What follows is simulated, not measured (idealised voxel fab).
The following process module bears the name voxel capacitor over wiring.
195 nm wide, 5 nm square cells: that's cross-section cut.
Bands, listed from the top down, are how a cross-section gets written in this document; the cross-section itself is a grid of square cells, and a band is one or more rows of them.
Per band: top height and bottom height in nm, followed by the left-to-right materials and their widths in nm; "edge to edge" marks a single material spanning edge to edge, "empty" marks empty space.
Height is counted from the level 0, under which the received wafer is composed throughout of one material. The lowest of the bands is not closed at the bottom but continues downward, in the notation "top 0, no bottom".
Width spec "30..40" -> top row of cells at first value, bottom row at second value, equal per-row change in between.
"remained unchanged" for a step: no cell of the cross-section changed in that step.
Basically, "Enclosed empty spaces" tells you about the enclosed voids: empty spaces with no open way to the top, 8 cells or bigger, each written width x height at distance, where distance is from the left edge, all in nm.
Anything after a step's settings on that line? It's the simulator's own note about the step.
The "overlay nm" setting may appear on a step's line; for a step that uses a mask, it gives how far to the right of its planned position the mask lay, and a negative value indicates the left.

### Planned process steps
1 RECEIVE: material Si
2 CONFORMAL_DEP: material SiO2, thk nm 15
3 CONFORMAL_DEP: material SiN, thk nm 5
4 DIRECTIONAL_DEP: material SiO2, thk nm 20
5 DIRECTIONAL_DEP: material aC, thk nm 15
6 PATTERN: tone open, mask id METAL_1, material resist, width nm 25, pitch nm 75, thk nm 35, overlay nm 0
7 DIRECTIONAL_ETCH: etch materials aC, depth nm 15
8 STRIP: etch materials resist
9 DIRECTIONAL_ETCH: etch materials SiO2, depth nm 20
10 DIRECTIONAL_ETCH: etch materials SiN, depth nm 5
11 STRIP: etch materials aC
12 CONFORMAL_DEP: material TiN, thk nm 5
13 FILL_DEP: material Ru, thk nm 5
14 CMP: height nm 40
15 CONFORMAL_DEP: material SiCN, thk nm 5
16 DIRECTIONAL_DEP: material lowk, thk nm 10
17 MASKED_ETCH: tone open, mask id PLUG_1, width nm 15, etch materials lowk, depth nm 10, overlay nm 0
18 MASKED_ETCH: tone open, mask id PLUG_1, width nm 15, etch materials SiCN, depth nm 5, overlay nm 0
19 EPI: material Ru, thk nm 10
20 EPI: material Ru, thk nm 5
21 DIRECTIONAL_DEP: material TiN, thk nm 10
22 DIRECTIONAL_DEP: material HfO2, thk nm 5
23 DIRECTIONAL_DEP: material TiN, thk nm 10
24 PATTERN: tone cover, mask id UPPER_PLATE, material resist, width nm 55, thk nm 15, overlay nm 0
25 DIRECTIONAL_ETCH: etch materials TiN, depth nm 10
26 DIRECTIONAL_ETCH: etch materials HfO2, depth nm 5
27 STRIP: etch materials resist
28 PATTERN: tone cover, mask id LOWER_PLATE, material resist, width nm 65, thk nm 15, overlay nm 0
29 DIRECTIONAL_ETCH: etch materials TiN, depth nm 10
30 STRIP: etch materials resist
31 FILL_DEP: material SiO2, thk nm 20
32 CMP: height nm 95
33 PATTERN: tone open, mask id PLUG_2, material resist, width nm 15, thk nm 20, overlay nm 0
34 DIRECTIONAL_ETCH: etch materials SiO2, depth nm 15
35 STRIP: etch materials resist
36 CONFORMAL_DEP: material TiN, thk nm 5
37 FILL_DEP: material Ru, thk nm 5
38 CMP: height nm 95
39 CONFORMAL_DEP: material SiCN, thk nm 5

### As received (post step 1): cross-section
  top 0, no bottom | Si edge to edge
  Enclosed empty spaces: none

### Wafer cross-section at module end: first of two, run to plan
  top 100, bottom 95 | SiCN edge to edge
  top 95, bottom 85 | SiO2 65 / TiN 5 / Ru 5 / TiN 5 / SiO2 115
  top 85, bottom 80 | SiO2 65 / TiN 15 / SiO2 115
  top 80, bottom 70 | SiO2 55 / TiN 55 / SiO2 85
  top 70, bottom 65 | SiO2 55 / HfO2 55 / SiO2 85
  top 65, bottom 55 | SiO2 50 / TiN 65 / SiO2 80
  top 55, bottom 45 | lowk 55 / Ru 15 / lowk 125
  top 45, bottom 40 | SiCN 55 / Ru 15 / SiCN 125
  top 40, bottom 20 | SiO2 45 / TiN 5 / Ru 15 / TiN 5 / SiO2 50 / TiN 5 / Ru 15 / TiN 5 / SiO2 50
  top 20, bottom 15 | SiN 45 / TiN 25 / SiN 50 / TiN 25 / SiN 50
  top 15, bottom 0 | SiO2 edge to edge
  top 0, no bottom | Si edge to edge
  Enclosed empty spaces: none

### Presented here is a cross-section of the second of the two wafers as it stood at the end of the module. It was started in the same manner and assigned the same plan as the first wafer; however, one mistake was made in its execution
  top 100, bottom 95 | SiCN edge to edge
  top 95, bottom 85 | SiO2 65 / TiN 5 / Ru 5 / TiN 5 / SiO2 115
  top 85, bottom 80 | SiO2 65 / TiN 15 / SiO2 115
  top 80, bottom 70 | SiO2 55 / TiN 55 / SiO2 85
  top 70, bottom 65 | SiO2 55 / HfO2 55 / SiO2 85
  top 65, bottom 55 | SiO2 50 / TiN 65 / SiO2 80
  top 55, bottom 45 | lowk 55 / Ru 15 / lowk 125
  top 45, bottom 40 | SiCN 55 / Ru 15 / SiCN 125
  top 40, bottom 20 | SiO2 40 / TiN 5 / Ru 15 / TiN 5 / SiO2 50 / TiN 5 / Ru 15 / TiN 5 / SiO2 55
  top 20, bottom 15 | SiN 40 / TiN 25 / SiN 50 / TiN 25 / SiN 55
  top 15, bottom 0 | SiO2 edge to edge
  top 0, no bottom | Si edge to edge
  Enclosed empty spaces: none
Run error: so step 6 ended up running with a different setting than we planned, it ran as PATTERN: tone open, mask id METAL_1, material resist, width nm 25, pitch nm 75, thk nm 35, overlay nm -5
Cell counts per material: same on both final wafers. Positions: different.
